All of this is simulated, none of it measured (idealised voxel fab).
process module | voxel capacitor over wiring
cross-section cut | 285 nm wide | cells 5 nm
A cross-section is a grid of square cells, given in bands from the top down. A band is one or more rows of cells.
Each band's line starts with the height of the band's top and of its bottom, in nm. Then come its materials from left to right, each with its width in nm. One material with "throughout" fills the band from edge to edge. "air" is empty space.
Height 0 is the level under which the wafer as received is all one material. The lowest band goes on downwards, as in "0 down".
A width such as "30 to 40" changes by the same amount from each row of cells to the next, from the band's top row to its bottom row.
"no change" after a step means that no cell of the cross-section changed.
closed voids: empty space of 8 cells or more with no open way to the top, each as width x height at its distance from the left edge, in nm
after a step's settings: what the simulator itself notes on the step
overlay nm, on a step with a mask: how far to the right of its planned place the mask lay; to the left if negative
plan
1 op RECEIVE | material Si
2 op CONFORMAL_DEP | material SiO2 | thk nm 15
3 op DIRECTIONAL_DEP | material TiN | thk nm 5
4 op DIRECTIONAL_DEP | material Ru | thk nm 20
5 op PATTERN | tone cover | mask id METAL_1 | material resist | width nm 30 | pitch nm 100 | thk nm 20 | overlay nm 0
6 op DIRECTIONAL_ETCH | etch materials Ru | depth nm 20
7 op DIRECTIONAL_ETCH | etch materials TiN | depth nm 5
8 op STRIP | etch materials resist
9 op FILL_DEP | material SiO2 | thk nm 10
10 op CMP | height nm 40
11 op CONFORMAL_DEP | material SiCN | thk nm 5
12 op DIRECTIONAL_DEP | material lowk | thk nm 15
13 op DIRECTIONAL_DEP | material aC | thk nm 15
14 op PATTERN | tone open | mask id PLUG_1 | material resist | width nm 15 | thk nm 30 | overlay nm 0
15 op DIRECTIONAL_ETCH | etch materials aC | depth nm 15
16 op STRIP | etch materials resist
17 op DIRECTIONAL_ETCH | etch materials lowk | depth nm 15
18 op DIRECTIONAL_ETCH | etch materials SiCN | depth nm 5
19 op STRIP | etch materials aC
20 op EPI | material Ru | thk nm 10
21 op EPI | material Ru | thk nm 10
22 op DIRECTIONAL_DEP | material TiN | thk nm 10
23 op DIRECTIONAL_DEP | material Al2O3 | thk nm 5
24 op DIRECTIONAL_DEP | material TiN | thk nm 5
25 op PATTERN | tone cover | mask id UPPER_PLATE | material resist | width nm 75 | thk nm 15 | overlay nm 0
26 op DIRECTIONAL_ETCH | etch materials TiN | depth nm 5
27 op DIRECTIONAL_ETCH | etch materials Al2O3 | depth nm 5
28 op STRIP | etch materials resist
29 op MASKED_ETCH | tone cover | mask id LOWER_PLATE | width nm 85 | etch materials TiN | depth nm 10 | overlay nm 0
30 op FILL_DEP | material SiO2 | thk nm 20
31 op CMP | height nm 95
32 op MASKED_ETCH | tone open | mask id PLUG_2 | width nm 15 | etch materials SiO2 | depth nm 15 | overlay nm 0
33 op CONFORMAL_DEP | material TiN | thk nm 5
34 op FILL_DEP | material Ru | thk nm 10
35 op CMP | height nm 95
36 op CONFORMAL_DEP | material SiN | thk nm 5
as received, after step 1
  0 down: Si throughout
  closed voids: none
a wafer at the end: this start, this plan, one mistake
  100 to 95: SiN throughout
  95 to 85: SiO2 100 | TiN 5 | Ru 5 | TiN 5 | SiO2 170
  85 to 75: SiO2 100 to 90 | TiN 15 to 75 | SiO2 170 to 120
  75 to 70: SiO2 90 | Al2O3 75 | SiO2 120
  70 to 60: SiO2 85 | TiN 85 | SiO2 115
  60 to 45: lowk 90 | Ru 15 | lowk 180
  45 to 40: SiCN 90 | Ru 15 | SiCN 180
  40 to 20: SiO2 80 | Ru 30 | SiO2 70 | Ru 30 | SiO2 75
  20 to 15: SiO2 80 | TiN 30 | SiO2 70 | TiN 30 | SiO2 75
  15 to 0: SiO2 throughout
  0 down: Si throughout
  closed voids: none
what went wrong: step 5 ran as: op PATTERN | tone cover | mask id METAL_1 | material resist | width nm 30 | pitch nm 100 | thk nm 20 | overlay nm 5
